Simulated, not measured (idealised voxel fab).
You're looking at the process module voxel transistor to metal.
The figure presents cross-section cut, which has a width of 185 nm and is divided into square cells with an edge length of 5 nm.
In what follows, cross-sections appear as grids of square cells, described through bands that run from the top down, where every band is one or more rows of cells.
What a band's entry tells you: where the top is and where the bottom is, as heights in nm, and after that what lies inside, material by material from left to right, each with its width in nm. Empty space is written as the word "empty", and a single material marked with the word "everywhere" occupies the band from edge to edge.
Zero point of the height axis is 0; under it, received wafer = one material. Lowest band: continues down indefinitely, "0 -> down".
Width: "30 to 40" (first number = top row, second number = bottom row, same change from row to row of cells).
Step marked "remains unaltered"? Then no cell in the cross-section changed in it.
"Enclosed void list": sealed empty spaces, 8 cells or more, no open way to top, listed width x height at distance, with distance from the left edge and width, height and distance in nm.
after a step's settings: what the simulator itself notes on the step
overlay nm: right-of-plan distance of the mask on a masked step; negative values mean left-of-plan.
Note: before/after cross-section pairs follow, one process step per pair, after-side truncated at the lowest changed band, step and settings given beneath. Different runs of this module on the same starting wafer may supply the pairs; a pair continues the one above only where the "Status quo ante" entry says so.
Status quo ante:
- 0 -> down  Si everywhere
- Enclosed void list: none
Step Result:
- 5 -> 0  SiO2 everywhere
- For the remainder of the cross-section, below 0, there is no change.
- Enclosed void list: none
Link between the two cross-sections above: CONFORMAL_DEP, material SiO2, thk nm 5
Status quo ante: we pick up right where the pair above leaves off, with its after cross-section.
Step Result:
- 20 -> 5  SiN everywhere
- For the remainder of the cross-section, below 5, there is no change.
- Enclosed void list: none
Link between the two cross-sections above: CONFORMAL_DEP, material SiN, thk nm 15
Status quo ante: we pick up right where the pair above leaves off, with its after cross-section.
Step Result:
- 35 -> 20  40 empty / 105 resist / 40 empty
- For the remainder of the cross-section, below 20, there is no change.
- Enclosed void list: none
Link between the two cross-sections above: PATTERN, tone cover, mask id ACTIVE, material resist, width nm 105, thk nm 15, overlay nm 0
Status quo ante: we pick up right where the pair above leaves off, with its after cross-section.
Step Result:
- 35 -> 20  40 empty / 105 resist / 40 empty
- 20 -> 5  40 empty / 105 SiN / 40 empty
- For the remainder of the cross-section, below 5, there is no change.
- Enclosed void list: none
Link between the two cross-sections above: DIRECTIONAL_ETCH, etch materials SiN, depth nm 15
Status quo ante: we pick up right where the pair above leaves off, with its after cross-section.
Step Result:
- 35 -> 20  40 empty / 105 resist / 40 empty
- 20 -> 5  40 empty / 105 SiN / 40 empty
- 5 -> 0  40 empty / 105 SiO2 / 40 empty
- For the remainder of the cross-section, below 0, there is no change.
- Enclosed void list: none
Link between the two cross-sections above: DIRECTIONAL_ETCH, etch materials SiO2, depth nm 5
Status quo ante: we pick up right where the pair above leaves off, with its after cross-section.
Step Result:
- 35 -> 20  40 empty / 105 resist / 40 empty
- 20 -> 5  40 empty / 105 SiN / 40 empty
- 5 -> 0  40 empty / 105 SiO2 / 40 empty
- 0 -> -20  40 empty / 105 Si / 40 empty
- For the remainder of the cross-section, below -20, there is no change.
- Enclosed void list: none
Link between the two cross-sections above: DIRECTIONAL_ETCH, etch materials Si, depth nm 20
Status quo ante: we pick up right where the pair above leaves off, with its after cross-section.
Step Result:
- 20 -> 5  40 empty / 105 SiN / 40 empty
- For the remainder of the cross-section, below 5, there is no change.
- Enclosed void list: none
Link between the two cross-sections above: STRIP, etch materials resist
Status quo ante: we pick up right where the pair above leaves off, with its after cross-section.
Step Result:
- 35 -> 20  SiO2 everywhere
- 20 -> 5  40 SiO2 / 105 SiN / 40 SiO2
- 5 -> 0  SiO2 everywhere
- 0 -> -20  40 SiO2 / 105 Si / 40 SiO2
- For the remainder of the cross-section, below -20, there is no change.
- Enclosed void list: none
Link between the two cross-sections above: FILL_DEP, material SiO2, thk nm 15
Status quo ante: we pick up right where the pair above leaves off, with its after cross-section.
Step Result:
- 20 -> 5  40 SiO2 / 105 SiN / 40 SiO2
- For the remainder of the cross-section, below 5, there is no change.
- Enclosed void list: none
Link between the two cross-sections above: CMP, height nm 20
Status quo ante: we pick up right where the pair above leaves off, with its after cross-section.
Step Result:
- 20 -> 10  40 empty / 105 SiN / 40 empty
- For the remainder of the cross-section, below 10, there is no change.
- Enclosed void list: none
Link between the two cross-sections above: SELECTIVE_ETCH, etch materials SiO2, depth nm 10
Status quo ante: we pick up right where the pair above leaves off, with its after cross-section.
Step Result:
- 10 -> 5  40 SiO2 / 105 empty / 40 SiO2
- For the remainder of the cross-section, below 5, there is no change.
- Enclosed void list: none
Link between the two cross-sections above: STRIP, etch materials SiN
Status quo ante: we pick up right where the pair above leaves off, with its after cross-section.
Step Result:
- 5 -> 0  35 SiO2 / 115 empty / 35 SiO2
- For the remainder of the cross-section, below 0, there is no change.
- Enclosed void list: none
Link between the two cross-sections above: SELECTIVE_ETCH, etch materials SiO2, depth nm 5
Status quo ante: we pick up right where the pair above leaves off, with its after cross-section.
Step Result:
- 5 -> 0  35 SiO2 / 115 empty / 35 SiO2
- 0 -> -5  SiO2 everywhere
- For the remainder of the cross-section, below -5, there is no change.
- Enclosed void list: none
Link between the two cross-sections above: OXIDIZE, depth nm 5
Status quo ante: we pick up right where the pair above leaves off, with its after cross-section.
Step Result:
- 30 -> 25  35 polySi / 115 empty / 35 polySi
- 25 -> 5  polySi everywhere
- 5 -> 0  35 SiO2 / 115 polySi / 35 SiO2
- For the remainder of the cross-section, below 0, there is no change.
- Enclosed void list: none
Link between the two cross-sections above: DIRECTIONAL_DEP, material polySi, thk nm 25
Status quo ante: we pick up right where the pair above leaves off, with its after cross-section.
Step Result:
- 40 -> 35  35 SiCN / 115 empty / 35 SiCN
- 35 -> 30  SiCN everywhere
- 30 -> 25  35 polySi / 115 SiCN / 35 polySi
- For the remainder of the cross-section, below 25, there is no change.
- Enclosed void list: none
Link between the two cross-sections above: DIRECTIONAL_DEP, material SiCN, thk nm 10
Status quo ante: we pick up right where the pair above leaves off, with its after cross-section.
Step Result:
- 55 -> 50  35 aC / 115 empty / 35 aC
- 50 -> 40  aC everywhere
- 40 -> 35  35 SiCN / 115 aC / 35 SiCN
- For the remainder of the cross-section, below 35, there is no change.
- Enclosed void list: none
Link between the two cross-sections above: DIRECTIONAL_DEP, material aC, thk nm 15
Status quo ante: we pick up right where the pair above leaves off, with its after cross-section.
Step Result:
- 85 -> 55  80 empty / 25 resist / 80 empty
- 55 -> 50  35 aC / 45 empty / 25 resist / 45 empty / 35 aC
- For the remainder of the cross-section, below 50, there is no change.
- Enclosed void list: none
Link between the two cross-sections above: PATTERN, tone cover, mask id GATE, material resist, width nm 25, thk nm 30, overlay nm 0
Status quo ante: we pick up right where the pair above leaves off, with its after cross-section.
Step Result:
- 70 -> 50  80 empty / 25 resist / 80 empty
- 50 -> 40  80 empty / 25 aC / 80 empty
- 40 -> 35  35 SiCN / 45 empty / 25 aC / 45 empty / 35 SiCN
- For the remainder of the cross-section, below 35, there is no change.
- Enclosed void list: none
Link between the two cross-sections above: DIRECTIONAL_ETCH, etch materials aC, depth nm 15
Status quo ante: we pick up right where the pair above leaves off, with its after cross-section.
Step Result:
- 50 -> 40  80 empty / 25 aC / 80 empty
- For the remainder of the cross-section, below 40, there is no change.
- Enclosed void list: none
Link between the two cross-sections above: STRIP, etch materials resist
Status quo ante: we pick up right where the pair above leaves off, with its after cross-section.
Step Result:
- 50 -> 35  80 empty / 25 aC / 80 empty
- 35 -> 30  80 empty / 25 SiCN / 80 empty
- 30 -> 25  35 polySi / 45 empty / 25 SiCN / 45 empty / 35 polySi
- For the remainder of the cross-section, below 25, there is no change.
- Enclosed void list: none
Link between the two cross-sections above: DIRECTIONAL_ETCH, etch materials SiCN, depth nm 20
Status quo ante: we pick up right where the pair above leaves off, with its after cross-section.
Step Result:
- 50 -> 35  80 empty / 25 aC / 80 empty
- 35 -> 25  80 empty / 25 SiCN / 80 empty
- 25 -> 5  80 empty / 25 polySi / 80 empty
- 5 -> 0  35 SiO2 / 45 empty / 25 polySi / 45 empty / 35 SiO2
- For the remainder of the cross-section, below 0, there is no change.
- Enclosed void list: none
Link between the two cross-sections above: DIRECTIONAL_ETCH, etch materials polySi, depth nm 35
Status quo ante: we pick up right where the pair above leaves off, with its after cross-section.
Step Result:
- 35 -> 25  80 empty / 25 SiCN / 80 empty
- For the remainder of the cross-section, below 25, there is no change.
- Enclosed void list: none
Link between the two cross-sections above: STRIP, etch materials aC
Status quo ante: we pick up right where the pair above leaves off, with its after cross-section.
Step Result:
- 40 -> 35  75 empty / 35 SiO2 / 75 empty
- 35 -> 25  75 empty / 5 SiO2 / 25 SiCN / 5 SiO2 / 75 empty
- 25 -> 10  75 empty / 5 SiO2 / 25 polySi / 5 SiO2 / 75 empty
- 10 -> 5  40 SiO2 / 35 empty / 5 SiO2 / 25 polySi / 5 SiO2 / 35 empty / 40 SiO2
- 5 -> 0  80 SiO2 / 25 polySi / 80 SiO2
- For the remainder of the cross-section, below 0, there is no change.
- Enclosed void list: none
Link between the two cross-sections above: CONFORMAL_DEP, material SiO2, thk nm 5
Status quo ante: we pick up right where the pair above leaves off, with its after cross-section.
Step Result:
- 35 -> 25  75 empty / 5 SiO2 / 25 SiCN / 5 SiO2 / 75 empty
- 25 -> 5  75 empty / 5 SiO2 / 25 polySi / 5 SiO2 / 75 empty
- 5 -> 0  40 SiO2 / 35 empty / 5 SiO2 / 25 polySi / 5 SiO2 / 35 empty / 40 SiO2
- For the remainder of the cross-section, below 0, there is no change.
- Enclosed void list: none
Link between the two cross-sections above: DIRECTIONAL_ETCH, etch materials SiO2, depth nm 5
Status quo ante: we pick up right where the pair above leaves off, with its after cross-section.
Step Result:
- 40 -> 35  70 empty / 45 SiN / 70 empty
- 35 -> 25  70 empty / 5 SiN / 5 SiO2 / 25 SiCN / 5 SiO2 / 5 SiN / 70 empty
- 25 -> 10  70 empty / 5 SiN / 5 SiO2 / 25 polySi / 5 SiO2 / 5 SiN / 70 empty
- 10 -> 5  45 SiN / 25 empty / 5 SiN / 5 SiO2 / 25 polySi / 5 SiO2 / 5 SiN / 25 empty / 45 SiN
- 5 -> 0  40 SiO2 / 35 SiN / 5 SiO2 / 25 polySi / 5 SiO2 / 35 SiN / 40 SiO2
- For the remainder of the cross-section, below 0, there is no change.
- Enclosed void list: none
Link between the two cross-sections above: CONFORMAL_DEP, material SiN, thk nm 5
Status quo ante: we pick up right where the pair above leaves off, with its after cross-section.
Step Result:
- 35 -> 25  70 empty / 5 SiN / 5 SiO2 / 25 SiCN / 5 SiO2 / 5 SiN / 70 empty
- 25 -> 5  70 empty / 5 SiN / 5 SiO2 / 25 polySi / 5 SiO2 / 5 SiN / 70 empty
- 5 -> 0  40 SiO2 / 5 SiN / 25 empty / 5 SiN / 5 SiO2 / 25 polySi / 5 SiO2 / 5 SiN / 25 empty / 5 SiN / 40 SiO2
- For the remainder of the cross-section, below 0, there is no change.
- Enclosed void list: none
Link between the two cross-sections above: DIRECTIONAL_ETCH, etch materials SiN, depth nm 5
Status quo ante: we pick up right where the pair above leaves off, with its after cross-section.
Step Result:
- 35 -> 30  70 empty / 5 SiN / 5 empty / 25 SiCN / 5 empty / 5 SiN / 70 empty
- 30 -> 25  70 empty / 5 SiN / 5 SiO2 / 25 SiCN / 5 SiO2 / 5 SiN / 70 empty
- 25 -> 5  70 empty / 5 SiN / 5 SiO2 / 25 polySi / 5 SiO2 / 5 SiN / 70 empty
- 5 -> 0  40 empty / 5 SiN / 25 empty / 5 SiN / 5 SiO2 / 25 polySi / 5 SiO2 / 5 SiN / 25 empty / 5 SiN / 40 empty
- 0 -> -5  45 SiO2 / 25 empty / 45 SiO2 / 25 empty / 45 SiO2
- For the remainder of the cross-section, below -5, there is no change.
- Enclosed void list: none
Link between the two cross-sections above: DIRECTIONAL_ETCH, etch materials SiO2, depth nm 5
Status quo ante: we pick up right where the pair above leaves off, with its after cross-section.
Step Result:
- 35 -> 30  70 empty / 5 SiN / 5 empty / 25 SiCN / 5 empty / 5 SiN / 70 empty
- 30 -> 25  70 empty / 5 SiN / 5 SiO2 / 25 SiCN / 5 SiO2 / 5 SiN / 70 empty
- 25 -> 5  70 empty / 5 SiN / 5 SiO2 / 25 polySi / 5 SiO2 / 5 SiN / 70 empty
- 5 -> 0  40 empty / 5 SiN / 25 empty / 5 SiN / 5 SiO2 / 25 polySi / 5 SiO2 / 5 SiN / 25 empty / 5 SiN / 40 empty
- 0 -> -5  45 SiO2 / 25 empty / 45 SiO2 / 25 empty / 45 SiO2
- -5 -> -10  40 SiO2 / 5 Si / 25 empty / 45 Si / 25 empty / 5 Si / 40 SiO2
- For the remainder of the cross-section, below -10, there is no change.
- Enclosed void list: none
Link between the two cross-sections above: DIRECTIONAL_ETCH, etch materials Si, depth nm 5
Status quo ante: we pick up right where the pair above leaves off, with its after cross-section.
Step Result:
- 35 -> 30  70 empty / 5 SiN / 5 empty / 25 SiCN / 5 empty / 5 SiN / 70 empty
- 30 -> 25  70 empty / 5 SiN / 5 SiO2 / 25 SiCN / 5 SiO2 / 5 SiN / 70 empty
- 25 -> 5  70 empty / 5 SiN / 5 SiO2 / 25 polySi / 5 SiO2 / 5 SiN / 70 empty
- 5 -> 0  40 empty / 5 SiN / 10 nSi / 5 empty / 10 nSi / 5 SiN / 5 SiO2 / 25 polySi / 5 SiO2 / 5 SiN / 10 nSi / 5 empty / 10 nSi / 5 SiN / 40 empty
- 0 -> -5  45 SiO2 / 25 nSi / 45 SiO2 / 25 nSi / 45 SiO2
- -5 -> -10  40 SiO2 / 5 Si / 25 nSi / 45 Si / 25 nSi / 5 Si / 40 SiO2
- For the remainder of the cross-section, below -10, there is no change.
- Enclosed void list: none
Link between the two cross-sections above: EPI, material nSi, thk nm 10
Status quo ante: we pick up right where the pair above leaves off, with its after cross-section.
Step Result:
- 40 -> 35  SiO2 everywhere
- 35 -> 25  70 SiO2 / 5 SiN / 5 SiO2 / 25 SiCN / 5 SiO2 / 5 SiN / 70 SiO2
- 25 -> 5  70 SiO2 / 5 SiN / 5 SiO2 / 25 polySi / 5 SiO2 / 5 SiN / 70 SiO2
- 5 -> 0  40 SiO2 / 5 SiN / 10 nSi / 5 SiO2 / 10 nSi / 5 SiN / 5 SiO2 / 25 polySi / 5 SiO2 / 5 SiN / 10 nSi / 5 SiO2 / 10 nSi / 5 SiN / 40 SiO2
- For the remainder of the cross-section, below 0, there is no change.
- Enclosed void list: none
Link between the two cross-sections above: FILL_DEP, material SiO2, thk nm 5
Status quo ante: we pick up right where the pair above leaves off, with its after cross-section.
Step Result:
- 25 -> 5  70 SiO2 / 5 SiN / 5 SiO2 / 25 polySi / 5 SiO2 / 5 SiN / 70 SiO2
- For the remainder of the cross-section, below 5, there is no change.
- Enclosed void list: none
Link between the two cross-sections above: CMP, height nm 25
Status quo ante: we pick up right where the pair above leaves off, with its after cross-section.
Step Result:
- 25 -> 5  70 SiO2 / 5 SiN / 5 SiO2 / 25 empty / 5 SiO2 / 5 SiN / 70 SiO2
- 5 -> 0  40 SiO2 / 5 SiN / 10 nSi / 5 SiO2 / 10 nSi / 5 SiN / 5 SiO2 / 25 empty / 5 SiO2 / 5 SiN / 10 nSi / 5 SiO2 / 10 nSi / 5 SiN / 40 SiO2
- For the remainder of the cross-section, below 0, there is no change.
- Enclosed void list: none
Link between the two cross-sections above: STRIP, etch materials polySi
Status quo ante: we pick up right where the pair above leaves off, with its after cross-section.
Step Result:
- 25 -> 20  70 empty / 5 SiN / 35 empty / 5 SiN / 70 empty
- 20 -> 5  70 SiO2 / 5 SiN / 35 empty / 5 SiN / 70 SiO2
- 5 -> 0  40 SiO2 / 5 SiN / 10 nSi / 5 SiO2 / 10 nSi / 5 SiN / 35 empty / 5 SiN / 10 nSi / 5 SiO2 / 10 nSi / 5 SiN / 40 SiO2
- 0 -> -5  45 SiO2 / 25 nSi / 5 SiO2 / 35 empty / 5 SiO2 / 25 nSi / 45 SiO2
- For the remainder of the cross-section, below -5, there is no change.
- Enclosed void list: none
Link between the two cross-sections above: SELECTIVE_ETCH, etch materials SiO2, depth nm 5
Status quo ante: we pick up right where the pair above leaves off, with its after cross-section.
Step Result:
- 30 -> 25  65 empty / 15 HfO2 / 25 empty / 15 HfO2 / 65 empty
- 25 -> 20  70 HfO2 / 5 SiN / 5 HfO2 / 25 empty / 5 HfO2 / 5 SiN / 70 HfO2
- 20 -> 5  70 SiO2 / 5 SiN / 5 HfO2 / 25 empty / 5 HfO2 / 5 SiN / 70 SiO2
- 5 -> 0  40 SiO2 / 5 SiN / 10 nSi / 5 SiO2 / 10 nSi / 5 SiN / 5 HfO2 / 25 empty / 5 HfO2 / 5 SiN / 10 nSi / 5 SiO2 / 10 nSi / 5 SiN / 40 SiO2
- 0 -> -5  45 SiO2 / 25 nSi / 5 SiO2 / 35 HfO2 / 5 SiO2 / 25 nSi / 45 SiO2
- For the remainder of the cross-section, below -5, there is no change.
- Enclosed void list: none
Link between the two cross-sections above: CONFORMAL_DEP, material HfO2, thk nm 5
Status quo ante: we pick up right where the pair above leaves off, with its after cross-section.
Step Result:
- 35 -> 30  60 empty / 25 TiN / 15 empty / 25 TiN / 60 empty
- 30 -> 25  65 TiN / 15 HfO2 / 5 TiN / 15 empty / 5 TiN / 15 HfO2 / 65 TiN
- 25 -> 20  70 HfO2 / 5 SiN / 5 HfO2 / 5 TiN / 15 empty / 5 TiN / 5 HfO2 / 5 SiN / 70 HfO2
- 20 -> 5  70 SiO2 / 5 SiN / 5 HfO2 / 5 TiN / 15 empty / 5 TiN / 5 HfO2 / 5 SiN / 70 SiO2
- 5 -> 0  40 SiO2 / 5 SiN / 10 nSi / 5 SiO2 / 10 nSi / 5 SiN / 5 HfO2 / 25 TiN / 5 HfO2 / 5 SiN / 10 nSi / 5 SiO2 / 10 nSi / 5 SiN / 40 SiO2
- For the remainder of the cross-section, below 0, there is no change.
- Enclosed void list: none
Link between the two cross-sections above: CONFORMAL_DEP, material TiN, thk nm 5
Status quo ante: we pick up right where the pair above leaves off, with its after cross-section.
Step Result:
- 45 -> 35  W everywhere
- 35 -> 30  60 W / 25 TiN / 15 W / 25 TiN / 60 W
- 30 -> 25  65 TiN / 15 HfO2 / 5 TiN / 15 W / 5 TiN / 15 HfO2 / 65 TiN
- 25 -> 20  70 HfO2 / 5 SiN / 5 HfO2 / 5 TiN / 15 W / 5 TiN / 5 HfO2 / 5 SiN / 70 HfO2
- 20 -> 5  70 SiO2 / 5 SiN / 5 HfO2 / 5 TiN / 15 W / 5 TiN / 5 HfO2 / 5 SiN / 70 SiO2
- For the remainder of the cross-section, below 5, there is no change.
- Enclosed void list: none
Link between the two cross-sections above: FILL_DEP, material W, thk nm 10
Status quo ante: we pick up right where the pair above leaves off, with its after cross-section.
Step Result:
- 20 -> 5  70 SiO2 / 5 SiN / 5 HfO2 / 5 TiN / 15 W / 5 TiN / 5 HfO2 / 5 SiN / 70 SiO2
- For the remainder of the cross-section, below 5, there is no change.
- Enclosed void list: none
Link between the two cross-sections above: CMP, height nm 20
Status quo ante: we pick up right where the pair above leaves off, with its after cross-section.
Step Result:
- 35 -> 20  SiO2 everywhere
- For the remainder of the cross-section, below 20, there is no change.
- Enclosed void list: none
Link between the two cross-sections above: DIRECTIONAL_DEP, material SiO2, thk nm 15
Status quo ante: we pick up right where the pair above leaves off, with its after cross-section.
Step Result:
- 35 -> 20  50 SiO2 / 15 empty / 55 SiO2 / 15 empty / 50 SiO2
- 20 -> 5  50 SiO2 / 15 empty / 5 SiO2 / 5 SiN / 5 HfO2 / 5 TiN / 15 W / 5 TiN / 5 HfO2 / 5 SiN / 5 SiO2 / 15 empty / 50 SiO2
- 5 -> 0  40 SiO2 / 5 SiN / 10 nSi / 5 empty / 10 nSi / 5 SiN / 5 HfO2 / 25 TiN / 5 HfO2 / 5 SiN / 10 nSi / 5 empty / 10 nSi / 5 SiN / 40 SiO2
- For the remainder of the cross-section, below 0, there is no change.
- Enclosed void list: none
Link between the two cross-sections above: MASKED_ETCH, tone open, mask id CONTACT, width nm 15, pitch nm 70, etch materials SiO2, depth nm 35, overlay nm 0
Status quo ante: we pick up right where the pair above leaves off, with its after cross-section.
Step Result:
- 40 -> 35  55 TiN / 5 empty / 65 TiN / 5 empty / 55 TiN
- 35 -> 20  50 SiO2 / 5 TiN / 5 empty / 5 TiN / 55 SiO2 / 5 TiN / 5 empty / 5 TiN / 50 SiO2
- 20 -> 10  50 SiO2 / 5 TiN / 5 empty / 5 TiN / 5 SiO2 / 5 SiN / 5 HfO2 / 5 TiN / 15 W / 5 TiN / 5 HfO2 / 5 SiN / 5 SiO2 / 5 TiN / 5 empty / 5 TiN / 50 SiO2
- 10 -> 5  50 SiO2 / 15 TiN / 5 SiO2 / 5 SiN / 5 HfO2 / 5 TiN / 15 W / 5 TiN / 5 HfO2 / 5 SiN / 5 SiO2 / 15 TiN / 50 SiO2
- 5 -> 0  40 SiO2 / 5 SiN / 10 nSi / 5 TiN / 10 nSi / 5 SiN / 5 HfO2 / 25 TiN / 5 HfO2 / 5 SiN / 10 nSi / 5 TiN / 10 nSi / 5 SiN / 40 SiO2
- For the remainder of the cross-section, below 0, there is no change.
- Enclosed void list: none
Link between the two cross-sections above: CONFORMAL_DEP, material TiN, thk nm 5
Status quo ante: we pick up right where the pair above leaves off, with its after cross-section.
Step Result:
- 50 -> 40  Ru everywhere
- 40 -> 35  55 TiN / 5 Ru / 65 TiN / 5 Ru / 55 TiN
- 35 -> 20  50 SiO2 / 5 TiN / 5 Ru / 5 TiN / 55 SiO2 / 5 TiN / 5 Ru / 5 TiN / 50 SiO2
- 20 -> 10  50 SiO2 / 5 TiN / 5 Ru / 5 TiN / 5 SiO2 / 5 SiN / 5 HfO2 / 5 TiN / 15 W / 5 TiN / 5 HfO2 / 5 SiN / 5 SiO2 / 5 TiN / 5 Ru / 5 TiN / 50 SiO2
- For the remainder of the cross-section, below 10, there is no change.
- Enclosed void list: none
Link between the two cross-sections above: FILL_DEP, material Ru, thk nm 10
Status quo ante: we pick up right where the pair above leaves off, with its after cross-section.
Step Result:
- 35 -> 20  50 SiO2 / 5 TiN / 5 Ru / 5 TiN / 55 SiO2 / 5 TiN / 5 Ru / 5 TiN / 50 SiO2
- For the remainder of the cross-section, below 20, there is no change.
- Enclosed void list: none
Link between the two cross-sections above: CMP, height nm 35
Status quo ante: we pick up right where the pair above leaves off, with its after cross-section.
Step Result:
- 40 -> 35  SiCN everywhere
- For the remainder of the cross-section, below 35, there is no change.
- Enclosed void list: none
Link between the two cross-sections above: CONFORMAL_DEP, material SiCN, thk nm 5
Status quo ante: we pick up right where the pair above leaves off, with its after cross-section.
Step Result:
- 60 -> 40  lowk everywhere
- For the remainder of the cross-section, below 40, there is no change.
- Enclosed void list: none
Link between the two cross-sections above: DIRECTIONAL_DEP, material lowk, thk nm 20
Status quo ante: we pick up right where the pair above leaves off, with its after cross-section.
Step Result:
- 60 -> 40  50 lowk / 15 empty / 55 lowk / 15 empty / 50 lowk
- For the remainder of the cross-section, below 40, there is no change.
- Enclosed void list: none
Link between the two cross-sections above: MASKED_ETCH, tone open, mask id METAL_1, width nm 15, pitch nm 70, etch materials lowk, depth nm 20, overlay nm 0
Status quo ante: we pick up right where the pair above leaves off, with its after cross-section.
Step Result:
- 60 -> 40  50 lowk / 15 empty / 55 lowk / 15 empty / 50 lowk
- 40 -> 35  50 SiCN / 15 empty / 55 SiCN / 15 empty / 50 SiCN
- For the remainder of the cross-section, below 35, there is no change.
- Enclosed void list: none
Link between the two cross-sections above: MASKED_ETCH, tone open, mask id METAL_1, width nm 15, pitch nm 70, etch materials SiCN, depth nm 5, overlay nm 0
Status quo ante: we pick up right where the pair above leaves off, with its after cross-section.
Step Result:
- 65 -> 60  55 TiN / 5 empty / 65 TiN / 5 empty / 55 TiN
- 60 -> 40  50 lowk / 5 TiN / 5 empty / 5 TiN / 55 lowk / 5 TiN / 5 empty / 5 TiN / 50 lowk
- 40 -> 35  50 SiCN / 15 TiN / 55 SiCN / 15 TiN / 50 SiCN
- For the remainder of the cross-section, below 35, there is no change.
- Enclosed void list: none
Link between the two cross-sections above: CONFORMAL_DEP, material TiN, thk nm 5
Status quo ante: we pick up right where the pair above leaves off, with its after cross-section.
Step Result:
- 70 -> 65  Cu everywhere
- 65 -> 60  55 TiN / 5 Cu / 65 TiN / 5 Cu / 55 TiN
- 60 -> 40  50 lowk / 5 TiN / 5 Cu / 5 TiN / 55 lowk / 5 TiN / 5 Cu / 5 TiN / 50 lowk
- For the remainder of the cross-section, below 40, there is no change.
- Enclosed void list: none
Link between the two cross-sections above: FILL_DEP, material Cu, thk nm 5
Status quo ante: we pick up right where the pair above leaves off, with its after cross-section.
Step Result:
- 60 -> 40  50 lowk / 5 TiN / 5 Cu / 5 TiN / 55 lowk / 5 TiN / 5 Cu / 5 TiN / 50 lowk
- For the remainder of the cross-section, below 40, there is no change.
- Enclosed void list: none
Link between the two cross-sections above: CMP, height nm 60
Status quo ante: we pick up right where the pair above leaves off, with its after cross-section.
Step Result:
- 65 -> 60  45 empty / 25 Ru / 45 empty / 25 Ru / 45 empty
- For the remainder of the cross-section, below 60, there is no change.
- Enclosed void list: none
Link between the two cross-sections above: EPI, material Ru, thk nm 5
Status quo ante: we pick up right where the pair above leaves off, with its after cross-section.
Step Result:
- 70 -> 65  SiCN everywhere
- 65 -> 60  45 SiCN / 25 Ru / 45 SiCN / 25 Ru / 45 SiCN
- For the remainder of the cross-section, below 60, there is no change.
- Enclosed void list: none
Link between the two cross-sections above: FILL_DEP, material SiCN, thk nm 5
Status quo ante: we pick up right where the pair above leaves off, with its after cross-section.
Step Result:
- 100 -> 70  SiO2 everywhere
- For the remainder of the cross-section, below 70, there is no change.
- Enclosed void list: none
Link between the two cross-sections above: DIRECTIONAL_DEP, material SiO2, thk nm 30
Status quo ante: we pick up right where the pair above leaves off, with its after cross-section.
Step Result:
- 115 -> 100  50 resist / 15 empty / 55 resist / 15 empty / 50 resist
- For the remainder of the cross-section, below 100, there is no change.
- Enclosed void list: none
Link between the two cross-sections above: PATTERN, tone open, mask id METAL_2, material resist, width nm 15, pitch nm 70, thk nm 15, overlay nm 0
Status quo ante: we pick up right where the pair above leaves off, with its after cross-section.
Step Result:
- 115 -> 100  50 resist / 15 empty / 55 resist / 15 empty / 50 resist
- 100 -> 80  50 SiO2 / 15 empty / 55 SiO2 / 15 empty / 50 SiO2
- For the remainder of the cross-section, below 80, there is no change.
- Enclosed void list: none
Link between the two cross-sections above: DIRECTIONAL_ETCH, etch materials SiO2, depth nm 20
Status quo ante: we pick up right where the pair above leaves off, with its after cross-section.
Step Result:
- 100 -> 80  50 SiO2 / 15 empty / 55 SiO2 / 15 empty / 50 SiO2
- For the remainder of the cross-section, below 80, there is no change.
- Enclosed void list: none
Link between the two cross-sections above: STRIP, etch materials resist
Status quo ante: we pick up right where the pair above leaves off, with its after cross-section.
Step Result:
- 100 -> 70  50 SiO2 / 15 empty / 55 SiO2 / 15 empty / 50 SiO2
- For the remainder of the cross-section, below 70, there is no change.
- Enclosed void list: none
Link between the two cross-sections above: MASKED_ETCH, tone open, mask id METAL_2_HOLES, width nm 15, pitch nm 70, etch materials SiO2, depth nm 10, overlay nm 0
Status quo ante: we pick up right where the pair above leaves off, with its after cross-section.
Step Result:
- 100 -> 70  50 SiO2 / 15 empty / 55 SiO2 / 15 empty / 50 SiO2
- 70 -> 65  50 SiCN / 15 empty / 55 SiCN / 15 empty / 50 SiCN
- For the remainder of the cross-section, below 65, there is no change.
- Enclosed void list: none
Link between the two cross-sections above: MASKED_ETCH, tone open, mask id METAL_2_HOLES, width nm 15, pitch nm 70, etch materials SiCN, depth nm 5, overlay nm 0
Status quo ante: we pick up right where the pair above leaves off, with its after cross-section.
Step Result:
- 105 -> 100  55 TiN / 5 empty / 65 TiN / 5 empty / 55 TiN
- 100 -> 70  50 SiO2 / 5 TiN / 5 empty / 5 TiN / 55 SiO2 / 5 TiN / 5 empty / 5 TiN / 50 SiO2
- 70 -> 65  50 SiCN / 15 TiN / 55 SiCN / 15 TiN / 50 SiCN
- For the remainder of the cross-section, below 65, there is no change.
- Enclosed void list: none
Link between the two cross-sections above: CONFORMAL_DEP, material TiN, thk nm 5
Status quo ante: we pick up right where the pair above leaves off, with its after cross-section.
Step Result:
- 110 -> 105  Ru everywhere
- 105 -> 100  55 TiN / 5 Ru / 65 TiN / 5 Ru / 55 TiN
- 100 -> 70  50 SiO2 / 5 TiN / 5 Ru / 5 TiN / 55 SiO2 / 5 TiN / 5 Ru / 5 TiN / 50 SiO2
- For the remainder of the cross-section, below 70, there is no change.
- Enclosed void list: none
Link between the two cross-sections above: FILL_DEP, material Ru, thk nm 5
Status quo ante: we pick up right where the pair above leaves off, with its after cross-section.
Step Result:
- 100 -> 70  50 SiO2 / 5 TiN / 5 Ru / 5 TiN / 55 SiO2 / 5 TiN / 5 Ru / 5 TiN / 50 SiO2
- For the remainder of the cross-section, below 70, there is no change.
- Enclosed void list: none
Link between the two cross-sections above: CMP, height nm 100
Status quo ante: we pick up right where the pair above leaves off, with its after cross-section.
Step Result:
- 105 -> 100  SiCN everywhere
- For the remainder of the cross-section, below 100, there is no change.
- Enclosed void list: none
Link between the two cross-sections above: CONFORMAL_DEP, material SiCN, thk nm 5
Status quo ante:
- 35 -> 20  SiO2 everywhere
- 20 -> 5  40 SiO2 / 105 SiN / 40 SiO2
- 5 -> 0  SiO2 everywhere
- 0 -> -20  40 SiO2 / 105 Si / 40 SiO2
- -20 -> down  Si everywhere
- Enclosed void list: none
Step Result:
- 25 -> 20  SiO2 everywhere
- For the remainder of the cross-section, below 20, there is no change.
- Enclosed void list: none
Link between the two cross-sections above: SELECTIVE_ETCH, etch materials SiO2, depth nm 10
Status quo ante: we pick up right where the pair above leaves off, with its after cross-section.
Step Result:
- 20 -> 5  40 SiO2 / 105 SiN / 40 SiO2
- For the remainder of the cross-section, below 5, there is no change.
- Enclosed void list: none
Link between the two cross-sections above: SELECTIVE_ETCH, etch materials SiO2, depth nm 5
Status quo ante: we pick up right where the pair above leaves off, with its after cross-section.
Step Result:
- 45 -> 20  polySi everywhere
- For the remainder of the cross-section, below 20, there is no change.
- Enclosed void list: none
Link between the two cross-sections above: DIRECTIONAL_DEP, material polySi, thk nm 25
